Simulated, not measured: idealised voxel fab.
process module | voxel wiring stack
cross-section cut | 300 nm wide | cells 5 nm
A cross-section is a grid of square cells, given in bands from the top down. A band is one or more rows of cells.
Each band's line starts with the height of the band's top and of its bottom, in nm. Then come its materials from left to right, each with its width in nm. One material with "throughout" fills the band from edge to edge. "air" is empty space.
Height 0 is the level under which the wafer as received is all one material. The lowest band goes on downwards, as in "0 down".
A width such as "30 to 40" changes by the same amount from each row of cells to the next, from the band's top row to its bottom row.
"no change" after a step means that no cell of the cross-section changed.
closed voids: empty space of 8 cells or more with no open way to the top, each as width x height at its distance from the left edge, in nm
after a step's settings: what the simulator itself notes on the step
overlay nm, on a step with a mask: how far to the right of its planned place the mask lay; to the left if negative
plan
1 op RECEIVE | material Si
2 op CONFORMAL_DEP | material SiO2 | thk nm 15
3 op DIRECTIONAL_DEP | material TiN | thk nm 5
4 op DIRECTIONAL_DEP | material W | thk nm 25
5 op DIRECTIONAL_DEP | material aC | thk nm 15
6 op PATTERN | tone cover | mask id METAL_1 | material resist | width nm 20 | pitch nm 35 | thk nm 30 | overlay nm 0
7 op DIRECTIONAL_ETCH | etch materials aC | depth nm 15
8 op STRIP | etch materials resist
9 op DIRECTIONAL_ETCH | etch materials W | depth nm 25
10 op DIRECTIONAL_ETCH | etch materials TiN | depth nm 5
11 op STRIP | etch materials aC
12 op FILL_DEP | material SiO2 | thk nm 10
13 op CMP | height nm 45
14 op CONFORMAL_DEP | material SiCN | thk nm 5
15 op DIRECTIONAL_DEP | material lowk | thk nm 20
16 op PATTERN | tone open | mask id PLUG_1 | material resist | width nm 15 | thk nm 20 | overlay nm 0
17 op DIRECTIONAL_ETCH | etch materials lowk | depth nm 20
18 op DIRECTIONAL_ETCH | etch materials SiCN | depth nm 5
19 op STRIP | etch materials resist
20 op EPI | material Ru | thk nm 10
21 op EPI | material Ru | thk nm 10
22 op EPI | material Ru | thk nm 5
23 op DIRECTIONAL_DEP | material TiN | thk nm 5
24 op DIRECTIONAL_DEP | material W | thk nm 25
25 op DIRECTIONAL_DEP | material aC | thk nm 15
26 op PATTERN | tone cover | mask id METAL_2 | material resist | width nm 20 | pitch nm 35 | thk nm 35 | overlay nm 0
27 op DIRECTIONAL_ETCH | etch materials aC | depth nm 15
28 op STRIP | etch materials resist
29 op DIRECTIONAL_ETCH | etch materials W | depth nm 25
30 op DIRECTIONAL_ETCH | etch materials TiN | depth nm 5
31 op STRIP | etch materials aC
32 op CONFORMAL_DEP | material SiN | thk nm 5
33 op FILL_DEP | material SiO2 | thk nm 5
34 op CMP | height nm 100
35 op CONFORMAL_DEP | material SiCN | thk nm 5
36 op DIRECTIONAL_DEP | material SiO2 | thk nm 20
37 op PATTERN | tone open | mask id PLUG_2 | material resist | width nm 15 | thk nm 20 | overlay nm 0
38 op DIRECTIONAL_ETCH | etch materials SiO2 | depth nm 20
39 op DIRECTIONAL_ETCH | etch materials SiCN | depth nm 5
40 op STRIP | etch materials resist
41 op EPI | material Ru | thk nm 10
42 op EPI | material Ru | thk nm 10
43 op EPI | material Ru | thk nm 5
44 op DIRECTIONAL_DEP | material TiN | thk nm 5
45 op DIRECTIONAL_DEP | material Ru | thk nm 15
46 op MASKED_ETCH | tone cover | mask id METAL_3 | width nm 20 | pitch nm 35 | etch materials Ru | depth nm 15 | overlay nm 0
47 op MASKED_ETCH | tone cover | mask id METAL_3 | width nm 20 | pitch nm 35 | etch materials TiN | depth nm 5 | overlay nm 0
48 op CONFORMAL_DEP | material SiCN | thk nm 5
49 op FILL_DEP | material SiO2 | thk nm 5
50 op CMP | height nm 145
51 op CONFORMAL_DEP | material SiCN | thk nm 5
as received, after step 1
  0 down: Si throughout
  closed voids: none
a wafer at the end: this start, this plan, one mistake
  150 to 145: SiCN throughout
  145 to 140: SiO2 115 | SiCN 5 | Ru 20 | SiCN 5 | SiO2 5 | SiCN 5 | Ru 20 | SiCN 5 | SiO2 120
  140 to 135: SiCN 120 | Ru 20 | SiCN 15 | Ru 20 | SiCN 125
  135 to 130: Ru throughout
  130 to 125: TiN 120 | Ru 15 | TiN 165
  125 to 120: SiO2 120 | TiN 15 | SiO2 165
  120 to 105: SiO2 120 | Ru 15 | SiO2 165
  105 to 100: SiCN 120 | Ru 15 | SiCN 165
  100 to 75: SiO2 115 | SiN 5 | W 20 | SiN 5 | SiO2 5 | SiN 5 | W 20 | SiN 5 | SiO2 120
  75 to 70: SiN 120 | TiN 20 | SiN 15 | TiN 20 | SiN 125
  70 to 50: lowk 120 | Ru 15 | lowk 165
  50 to 45: SiCN 120 | Ru 15 | SiCN 165
  45 to 20: SiO2 120 | W 20 | SiO2 15 | W 20 | SiO2 125
  20 to 15: SiO2 120 | TiN 20 | SiO2 15 | TiN 20 | SiO2 125
  15 to 0: SiO2 throughout
  0 down: Si throughout
  closed voids: none
what went wrong: steps 43 and 44 were swapped
